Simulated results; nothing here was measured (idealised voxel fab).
The following process module bears the name voxel ribs on slabs.
Section shown: cut. Width: 140 nm. Cell size: 5 nm, square.
Cross-section = grid of square cells, listed top down in bands; band = one or more rows. Heights first: top, then bottom, in nm. Then materials, left to right, each with a width in nm. "throughout" on a single material: fills the band edge to edge. "blank": empty space. For the purposes of this specification, 0 denotes the height below which the wafer in its as-received condition is composed wholly of one material, and the lowermost band, lacking a lower limit, extends downward without end, as expressed in "top 0, no bottom". It should be noted that a width expressed as "30 to 40" varies in equal increments from row to row of cells within the band, taking the value of the first number at the top row and that of the second number at the bottom row. What does "no modifications" mean for a step? It means no cell of the cross-section changed in that step. Any empty space of 8 cells or more lacking an open way to the top shows up in "Unvented cavities" as width x height at distance, distance from the left edge, in nm. after a step's settings: what the simulator itself notes on the step. "overlay nm" on a masked step: distance the mask lay right of its planned place, negative for left.

Steps in the process plan:
- 1: RECEIVE [material Si]
- 2: DIRECTIONAL_DEP [material SiO2] [thk nm 30]
- 3: DIRECTIONAL_DEP [material SiN] [thk nm 15]
- 4: DIRECTIONAL_DEP [material aC] [thk nm 10]
- 5: PATTERN [tone cover] [mask id RIB] [material resist] [width nm 30] [thk nm 30] [overlay nm 0]
- 6: DIRECTIONAL_ETCH [etch materials aC] [depth nm 10]
- 7: STRIP [etch materials resist]
- 8: DIRECTIONAL_ETCH [etch materials SiN] [depth nm 5]
- 9: STRIP [etch materials aC]
- 10: MASKED_ETCH [tone cover] [mask id SLAB] [width nm 90] [etch materials SiN] [depth nm 10] [overlay nm 0]
- 11: FILL_DEP [material SiO2] [thk nm 30]
- 12: CMP [height nm 65]
- 13: DIRECTIONAL_DEP [material W] [thk nm 10]
- 14: DIRECTIONAL_DEP [material aC] [thk nm 10]
- 15: PATTERN [tone cover] [mask id HEATER] [material resist] [width nm 40] [thk nm 30] [overlay nm 0]
- 16: DIRECTIONAL_ETCH [etch materials aC] [depth nm 10]
- 17: STRIP [etch materials resist]
- 18: DIRECTIONAL_ETCH [etch materials W] [depth nm 10]
- 19: STRIP [etch materials aC]
- 20: CONFORMAL_DEP [material SiN] [thk nm 10]

As-received wafer cross-section (after step 1):
	top 0, no bottom: Si throughout
	Unvented cavities: none

Cross-section at module end, one run error; start and plan unchanged from above:
	top 85, bottom 75: blank 30, SiN 60, blank 50
	top 75, bottom 65: SiN 40, W 40, SiN 60
	top 65, bottom 45: SiO2 throughout
	top 45, bottom 40: SiO2 55, SiN 30, SiO2 55
	top 40, bottom 30: SiO2 25, SiN 90, SiO2 25
	top 30, bottom 0: SiO2 throughout
	top 0, no bottom: Si throughout
	Unvented cavities: none
Nonconformance to the process plan: step 15 was run on a setting that differed from the plan, and what really ran there is PATTERN [tone cover] [mask id HEATER] [material resist] [width nm 40] [thk nm 30] [overlay nm -10]
